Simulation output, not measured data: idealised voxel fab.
This is a process module. Its name is voxel ribs on slabs.
Square cells of 5 nm make up the cross-section cut, whose width is 160 nm.
Cross-section spec: square-cell grid; bands listed top down; each band is one or more rows. First you get the band's top height and its bottom height, in nm, and then the materials it's made of, left to right, with each width in nm. If you see a single material with "throughout", that one covers the band edge to edge. "empty" is empty space. The level at which height equals 0 is the one under which the wafer, as it arrives, is entirely one material. No lower edge exists for the bottom band, which continues downward and is notated as in "0 down". Width "30->40": first value at the band's top row of cells, second value at its bottom row, equal change from row to row. Any step labelled "remained unchanged" changed none of the cells in the cross-section. This entry, "Enclosed void list", enumerates those empty regions of no fewer than 8 cells that possess no open connection to the top. Each region is reported in the form width x height at distance, the distance being taken from the left edge, with all three quantities expressed in nm. It should be noted that, on the line of a given step, the content following the step's settings is a remark produced by the simulator itself with respect to that step. Each step line may optionally specify "overlay nm", which for a step with a mask gives the rightward distance between the mask's planned place and where it lay, a negative value indicating the leftward direction.

**List of planned process steps**
1: RECEIVE: material Si
2: DIRECTIONAL_DEP: material SiO2, thk nm 20
3: DIRECTIONAL_DEP: material polySi, thk nm 25
4: DIRECTIONAL_DEP: material aC, thk nm 10
5: PATTERN: tone cover, mask id RIB, material resist, width nm 30, thk nm 25, overlay nm 0
6: DIRECTIONAL_ETCH: etch materials aC, depth nm 10
7: STRIP: etch materials resist
8: DIRECTIONAL_ETCH: etch materials polySi, depth nm 5
9: STRIP: etch materials aC
10: DIRECTIONAL_DEP: material aC, thk nm 15
11: PATTERN: tone cover, mask id SLAB, material resist, width nm 80, thk nm 35, overlay nm 0
12: DIRECTIONAL_ETCH: etch materials aC, depth nm 15
13: STRIP: etch materials resist
14: DIRECTIONAL_ETCH: etch materials polySi, depth nm 20
15: STRIP: etch materials aC
16: FILL_DEP: material SiO2, thk nm 20
17: CMP: height nm 60
18: DIRECTIONAL_DEP: material W, thk nm 10
19: DIRECTIONAL_DEP: material aC, thk nm 15
20: PATTERN: tone cover, mask id HEATER, material resist, width nm 40, thk nm 30, overlay nm 0
21: DIRECTIONAL_ETCH: etch materials aC, depth nm 15
22: STRIP: etch materials resist
23: DIRECTIONAL_ETCH: etch materials W, depth nm 10
24: STRIP: etch materials aC
25: CONFORMAL_DEP: material SiO2, thk nm 10

**As-received wafer cross-section (after step 1)**
	0 down: Si throughout
	Enclosed void list: none

**Result of the module, cross-sectioned: start per above, plan per above, one error in how it was run**
	80 to 70: empty 50 | SiO2 60 | empty 50
	70 to 60: SiO2 60 | W 40 | SiO2 60
	60 to 25: SiO2 throughout
	25 to 0: polySi throughout
	0 down: Si throughout
	Enclosed void list: none
Heads up, the wafer didn't run the way we planned it: the run placed steps 2 and 3 each in the position the plan gave to the other
